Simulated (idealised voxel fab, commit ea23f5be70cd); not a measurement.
Process module, titled voxel self aligned contacts
The figure presents cross-section cut, which has a width of 275 nm and is divided into square cells with an edge length of 5 nm.
Bands, listed from the top down, are how a cross-section gets written in this document; the cross-section itself is a grid of square cells, and a band is one or more rows of them. Band: top and bottom heights (nm) first, top before bottom; then materials from left to right, widths in nm. "edge to edge" marks a sole material filling the band edge to edge. "empty" denotes empty space. Heights are expressed relative to 0, this being the level below which the as-received wafer comprises one material exclusively. The lowest band is unbounded in the downward direction and is denoted as in "z 0 and below". The notation "30 to 40" denotes a width that varies across the rows of cells in the band, beginning at the first number in the top row, finishing at the second number in the bottom row, and changing by an identical amount from each row to the next. Key: "no modification" - step with no changed cell in the cross-section. Empty spaces without an open route to the top, at least 8 cells in extent, make up the entry "Closed internal voids"; each is given as width x height at distance, where the distance is measured from the left edge, and all are in nm. Anything after a step's settings on that line? It's the simulator's own note about the step. For masked steps, "overlay nm" on the step line gives how far right of plan the mask actually lay; a minus sign means it lay to the left.

Planned step list for the process:
- 1: RECEIVE, material Si
- 2: OXIDIZE, depth nm 5
- 3: DIRECTIONAL_DEP, material polySi, thk nm 25
- 4: DIRECTIONAL_DEP, material SiN, thk nm 25
- 5: DIRECTIONAL_DEP, material aC, thk nm 15
- 6: PATTERN, tone cover, mask id GATE, material resist, width nm 35, pitch nm 80, thk nm 30, overlay nm 0
- 7: DIRECTIONAL_ETCH, etch materials aC, depth nm 15
- 8: STRIP, etch materials resist
- 9: DIRECTIONAL_ETCH, etch materials SiN, depth nm 25
- 10: DIRECTIONAL_ETCH, etch materials polySi, depth nm 25
- 11: STRIP, etch materials aC
- 12: CONFORMAL_DEP, material SiN, thk nm 10
- 13: DIRECTIONAL_ETCH, etch materials SiN, depth nm 10
- 14: FILL_DEP, material SiO2, thk nm 20
- 15: CMP, height nm 60
- 16: DIRECTIONAL_DEP, material aC, thk nm 10
- 17: PATTERN, tone open, mask id CONTACT, material resist, width nm 55, pitch nm 80, thk nm 25, overlay nm 0
- 18: DIRECTIONAL_ETCH, etch materials aC, depth nm 10
- 19: STRIP, etch materials resist
- 20: DIRECTIONAL_ETCH, etch materials SiO2, depth nm 65
- 21: STRIP, etch materials aC
- 22: CONFORMAL_DEP, material TiN, thk nm 5
- 23: FILL_DEP, material Ru, thk nm 10
- 24: CMP, height nm 60
- 25: CONFORMAL_DEP, material SiCN, thk nm 5

Wafer, first of two, run as planned:

Cross-sectional view of the wafer in its as-received condition, corresponding to the state after step 1:
z 0 and below  Si edge to edge
Closed internal voids: none

Cross-sectional representation of the wafer at the conclusion of step 2:
z 0 to -5  SiO2 edge to edge
below -5: unchanged

Cross-sectional representation of the wafer at the conclusion of step 3:
z 25 to 0  polySi edge to edge
below 0: unchanged

Cross-sectional representation of the wafer at the conclusion of step 4:
z 50 to 25  SiN edge to edge
below 25: unchanged

Cross-sectional representation of the wafer at the conclusion of step 5:
z 65 to 50  aC edge to edge
below 50: unchanged

Cross-sectional representation of the wafer at the conclusion of step 6:
z 95 to 65  empty 40; resist 35; empty 45; resist 35; empty 45; resist 35; empty 40
below 65: unchanged

Cross-sectional representation of the wafer at the conclusion of step 7:
z 80 to 65  empty 40; resist 35; empty 45; resist 35; empty 45; resist 35; empty 40
z 65 to 50  empty 40; aC 35; empty 45; aC 35; empty 45; aC 35; empty 40
below 50: unchanged

Cross-sectional representation of the wafer at the conclusion of step 8:
z 65 to 50  empty 40; aC 35; empty 45; aC 35; empty 45; aC 35; empty 40
below 50: unchanged

Cross-sectional representation of the wafer at the conclusion of step 9:
z 65 to 50  empty 40; aC 35; empty 45; aC 35; empty 45; aC 35; empty 40
z 50 to 25  empty 40; SiN 35; empty 45; SiN 35; empty 45; SiN 35; empty 40
below 25: unchanged

Cross-sectional representation of the wafer at the conclusion of step 10:
z 65 to 50  empty 40; aC 35; empty 45; aC 35; empty 45; aC 35; empty 40
z 50 to 25  empty 40; SiN 35; empty 45; SiN 35; empty 45; SiN 35; empty 40
z 25 to 0  empty 40; polySi 35; empty 45; polySi 35; empty 45; polySi 35; empty 40
below 0: unchanged

Cross-sectional representation of the wafer at the conclusion of step 11:
z 50 to 25  empty 40; SiN 35; empty 45; SiN 35; empty 45; SiN 35; empty 40
below 25: unchanged

Cross-sectional representation of the wafer at the conclusion of step 12:
z 60 to 25  empty 30; SiN 55; empty 25; SiN 55; empty 25; SiN 55; empty 30
z 25 to 10  empty 30; SiN 10; polySi 35; SiN 10; empty 25; SiN 10; polySi 35; SiN 10; empty 25; SiN 10; polySi 35; SiN 10; empty 30
z 10 to 0  SiN 40; polySi 35; SiN 45; polySi 35; SiN 45; polySi 35; SiN 40
below 0: unchanged

Cross-sectional representation of the wafer at the conclusion of step 13:
z 50 to 25  empty 30; SiN 55; empty 25; SiN 55; empty 25; SiN 55; empty 30
z 25 to 0  empty 30; SiN 10; polySi 35; SiN 10; empty 25; SiN 10; polySi 35; SiN 10; empty 25; SiN 10; polySi 35; SiN 10; empty 30
below 0: unchanged

Cross-sectional representation of the wafer at the conclusion of step 14:
z 70 to 50  SiO2 edge to edge
z 50 to 25  SiO2 30; SiN 55; SiO2 25; SiN 55; SiO2 25; SiN 55; SiO2 30
z 25 to 0  SiO2 30; SiN 10; polySi 35; SiN 10; SiO2 25; SiN 10; polySi 35; SiN 10; SiO2 25; SiN 10; polySi 35; SiN 10; SiO2 30
below 0: unchanged

Cross-sectional representation of the wafer at the conclusion of step 15:
z 60 to 50  SiO2 edge to edge
below 50: unchanged

Cross-sectional representation of the wafer at the conclusion of step 16:
z 70 to 60  aC edge to edge
below 60: unchanged

Cross-sectional representation of the wafer at the conclusion of step 17:
z 95 to 70  resist 70; empty 55; resist 25; empty 55; resist 70
below 70: unchanged

Cross-sectional representation of the wafer at the conclusion of step 18:
z 85 to 70  resist 70; empty 55; resist 25; empty 55; resist 70
z 70 to 60  aC 70; empty 55; aC 25; empty 55; aC 70
below 60: unchanged

Cross-sectional representation of the wafer at the conclusion of step 19:
z 70 to 60  aC 70; empty 55; aC 25; empty 55; aC 70
below 60: unchanged

Cross-sectional representation of the wafer at the conclusion of step 20:
z 70 to 60  aC 70; empty 55; aC 25; empty 55; aC 70
z 60 to 50  SiO2 70; empty 55; SiO2 25; empty 55; SiO2 70
z 50 to 25  SiO2 30; SiN 55; empty 25; SiN 55; empty 25; SiN 55; SiO2 30
z 25 to 0  SiO2 30; SiN 10; polySi 35; SiN 10; empty 25; SiN 10; polySi 35; SiN 10; empty 25; SiN 10; polySi 35; SiN 10; SiO2 30
z 0 to -5  SiO2 85; empty 25; SiO2 55; empty 25; SiO2 85
below -5: unchanged

Cross-sectional representation of the wafer at the conclusion of step 21:
z 60 to 50  SiO2 70; empty 55; SiO2 25; empty 55; SiO2 70
below 50: unchanged

Cross-sectional representation of the wafer at the conclusion of step 22:
z 65 to 60  TiN 75; empty 45; TiN 35; empty 45; TiN 75
z 60 to 50  SiO2 70; TiN 5 to 20; empty 45 to 15; TiN 5 to 20; SiO2 25; TiN 5 to 20; empty 45 to 15; TiN 5 to 20; SiO2 70
z 50 to 25  SiO2 30; SiN 55; TiN 5; empty 15; TiN 5; SiN 55; TiN 5; empty 15; TiN 5; SiN 55; SiO2 30
z 25 to 0  SiO2 30; SiN 10; polySi 35; SiN 10; TiN 5; empty 15; TiN 5; SiN 10; polySi 35; SiN 10; TiN 5; empty 15; TiN 5; SiN 10; polySi 35; SiN 10; SiO2 30
z 0 to -5  SiO2 85; TiN 25; SiO2 55; TiN 25; SiO2 85
below -5: unchanged

Cross-sectional representation of the wafer at the conclusion of step 23:
z 75 to 65  Ru edge to edge
z 65 to 60  TiN 75; Ru 45; TiN 35; Ru 45; TiN 75
z 60 to 50  SiO2 70; TiN 5 to 20; Ru 45 to 15; TiN 5 to 20; SiO2 25; TiN 5 to 20; Ru 45 to 15; TiN 5 to 20; SiO2 70
z 50 to 25  SiO2 30; SiN 55; TiN 5; Ru 15; TiN 5; SiN 55; TiN 5; Ru 15; TiN 5; SiN 55; SiO2 30
z 25 to 0  SiO2 30; SiN 10; polySi 35; SiN 10; TiN 5; Ru 15; TiN 5; SiN 10; polySi 35; SiN 10; TiN 5; Ru 15; TiN 5; SiN 10; polySi 35; SiN 10; SiO2 30
below 0: unchanged

Cross-sectional representation of the wafer at the conclusion of step 24:
z 60 to 50  SiO2 70; TiN 5 to 20; Ru 45 to 15; TiN 5 to 20; SiO2 25; TiN 5 to 20; Ru 45 to 15; TiN 5 to 20; SiO2 70
below 50: unchanged

Cross-sectional representation of the wafer at the conclusion of step 25:
z 65 to 60  SiCN edge to edge
below 60: unchanged

The second wafer began exactly as the first did and followed the same plan, but one mistake was made while running it; through step 5 inclusive, the two wafers are identical:

Cross-section: second wafer, time at which step 6 was scheduled to end:
z 95 to 65  empty 50; resist 35; empty 45; resist 35; empty 45; resist 35; empty 30
below 65: unchanged

Cross-section: second wafer, time at which step 7 was scheduled to end:
z 80 to 65  empty 50; resist 35; empty 45; resist 35; empty 45; resist 35; empty 30
z 65 to 50  empty 50; aC 35; empty 45; aC 35; empty 45; aC 35; empty 30
below 50: unchanged

Cross-section: second wafer, time at which step 8 was scheduled to end:
z 65 to 50  empty 50; aC 35; empty 45; aC 35; empty 45; aC 35; empty 30
below 50: unchanged

Cross-section: second wafer, time at which step 9 was scheduled to end:
z 65 to 50  empty 50; aC 35; empty 45; aC 35; empty 45; aC 35; empty 30
z 50 to 25  empty 50; SiN 35; empty 45; SiN 35; empty 45; SiN 35; empty 30
below 25: unchanged

Cross-section: second wafer, time at which step 10 was scheduled to end:
z 65 to 50  empty 50; aC 35; empty 45; aC 35; empty 45; aC 35; empty 30
z 50 to 25  empty 50; SiN 35; empty 45; SiN 35; empty 45; SiN 35; empty 30
z 25 to 0  empty 50; polySi 35; empty 45; polySi 35; empty 45; polySi 35; empty 30
below 0: unchanged

Cross-section: second wafer, time at which step 11 was scheduled to end:
z 50 to 25  empty 50; SiN 35; empty 45; SiN 35; empty 45; SiN 35; empty 30
below 25: unchanged

Cross-section: second wafer, time at which step 12 was scheduled to end:
z 60 to 25  empty 40; SiN 55; empty 25; SiN 55; empty 25; SiN 55; empty 20
z 25 to 10  empty 40; SiN 10; polySi 35; SiN 10; empty 25; SiN 10; polySi 35; SiN 10; empty 25; SiN 10; polySi 35; SiN 10; empty 20
z 10 to 0  SiN 50; polySi 35; SiN 45; polySi 35; SiN 45; polySi 35; SiN 30
below 0: unchanged

Cross-section: second wafer, time at which step 13 was scheduled to end:
z 50 to 25  empty 40; SiN 55; empty 25; SiN 55; empty 25; SiN 55; empty 20
z 25 to 0  empty 40; SiN 10; polySi 35; SiN 10; empty 25; SiN 10; polySi 35; SiN 10; empty 25; SiN 10; polySi 35; SiN 10; empty 20
below 0: unchanged

Cross-section: second wafer, time at which step 14 was scheduled to end:
z 70 to 50  SiO2 edge to edge
z 50 to 25  SiO2 40; SiN 55; SiO2 25; SiN 55; SiO2 25; SiN 55; SiO2 20
z 25 to 0  SiO2 40; SiN 10; polySi 35; SiN 10; SiO2 25; SiN 10; polySi 35; SiN 10; SiO2 25; SiN 10; polySi 35; SiN 10; SiO2 20
below 0: unchanged

Cross-section: second wafer, time at which step 15 was scheduled to end:
z 60 to 50  SiO2 edge to edge
below 50: unchanged

Cross-section: second wafer, time at which step 16 was scheduled to end:
z 70 to 60  aC edge to edge
below 60: unchanged

Cross-section: second wafer, time at which step 17 was scheduled to end:
z 95 to 70  resist 70; empty 55; resist 25; empty 55; resist 70
below 70: unchanged

Cross-section: second wafer, time at which step 18 was scheduled to end:
z 85 to 70  resist 70; empty 55; resist 25; empty 55; resist 70
z 70 to 60  aC 70; empty 55; aC 25; empty 55; aC 70
below 60: unchanged

Cross-section: second wafer, time at which step 19 was scheduled to end:
z 70 to 60  aC 70; empty 55; aC 25; empty 55; aC 70
below 60: unchanged

Cross-section: second wafer, time at which step 20 was scheduled to end:
z 70 to 60  aC 70; empty 55; aC 25; empty 55; aC 70
z 60 to 50  SiO2 70; empty 55; SiO2 25; empty 55; SiO2 70
z 50 to 25  SiO2 40; SiN 55; empty 25; SiN 55; empty 25; SiN 55; SiO2 20
z 25 to 0  SiO2 40; SiN 10; polySi 35; SiN 10; empty 25; SiN 10; polySi 35; SiN 10; empty 25; SiN 10; polySi 35; SiN 10; SiO2 20
z 0 to -5  SiO2 95; empty 25; SiO2 55; empty 25; SiO2 75
below -5: unchanged

Cross-section: second wafer, time at which step 21 was scheduled to end:
z 60 to 50  SiO2 70; empty 55; SiO2 25; empty 55; SiO2 70
below 50: unchanged

Cross-section: second wafer, time at which step 22 was scheduled to end:
z 65 to 60  TiN 75; empty 45; TiN 35; empty 45; TiN 75
z 60 to 50  SiO2 70; TiN 5 to 30; empty 45 to 15; TiN 5 to 10; SiO2 25; TiN 5 to 30; empty 45 to 15; TiN 5 to 10; SiO2 70
z 50 to 25  SiO2 40; SiN 55; TiN 5; empty 15; TiN 5; SiN 55; TiN 5; empty 15; TiN 5; SiN 55; SiO2 20
z 25 to 0  SiO2 40; SiN 10; polySi 35; SiN 10; TiN 5; empty 15; TiN 5; SiN 10; polySi 35; SiN 10; TiN 5; empty 15; TiN 5; SiN 10; polySi 35; SiN 10; SiO2 20
z 0 to -5  SiO2 95; TiN 25; SiO2 55; TiN 25; SiO2 75
below -5: unchanged

Cross-section: second wafer, time at which step 23 was scheduled to end:
z 75 to 65  Ru edge to edge
z 65 to 60  TiN 75; Ru 45; TiN 35; Ru 45; TiN 75
z 60 to 50  SiO2 70; TiN 5 to 30; Ru 45 to 15; TiN 5 to 10; SiO2 25; TiN 5 to 30; Ru 45 to 15; TiN 5 to 10; SiO2 70
z 50 to 25  SiO2 40; SiN 55; TiN 5; Ru 15; TiN 5; SiN 55; TiN 5; Ru 15; TiN 5; SiN 55; SiO2 20
z 25 to 0  SiO2 40; SiN 10; polySi 35; SiN 10; TiN 5; Ru 15; TiN 5; SiN 10; polySi 35; SiN 10; TiN 5; Ru 15; TiN 5; SiN 10; polySi 35; SiN 10; SiO2 20
below 0: unchanged

Cross-section: second wafer, time at which step 24 was scheduled to end:
z 60 to 50  SiO2 70; TiN 5 to 30; Ru 45 to 15; TiN 5 to 10; SiO2 25; TiN 5 to 30; Ru 45 to 15; TiN 5 to 10; SiO2 70
below 50: unchanged

Cross-section: second wafer, time at which step 25 was scheduled to end:
z 65 to 60  SiCN edge to edge
below 60: unchanged
Misprocessing identified: rather than as planned, step 6 actually ran as PATTERN, tone cover, mask id GATE, material resist, width nm 35, pitch nm 80, thk nm 30, overlay nm 10
At the end, each material covers as many cells on the second wafer as it does on the first, though the cells it covers are elsewhere.
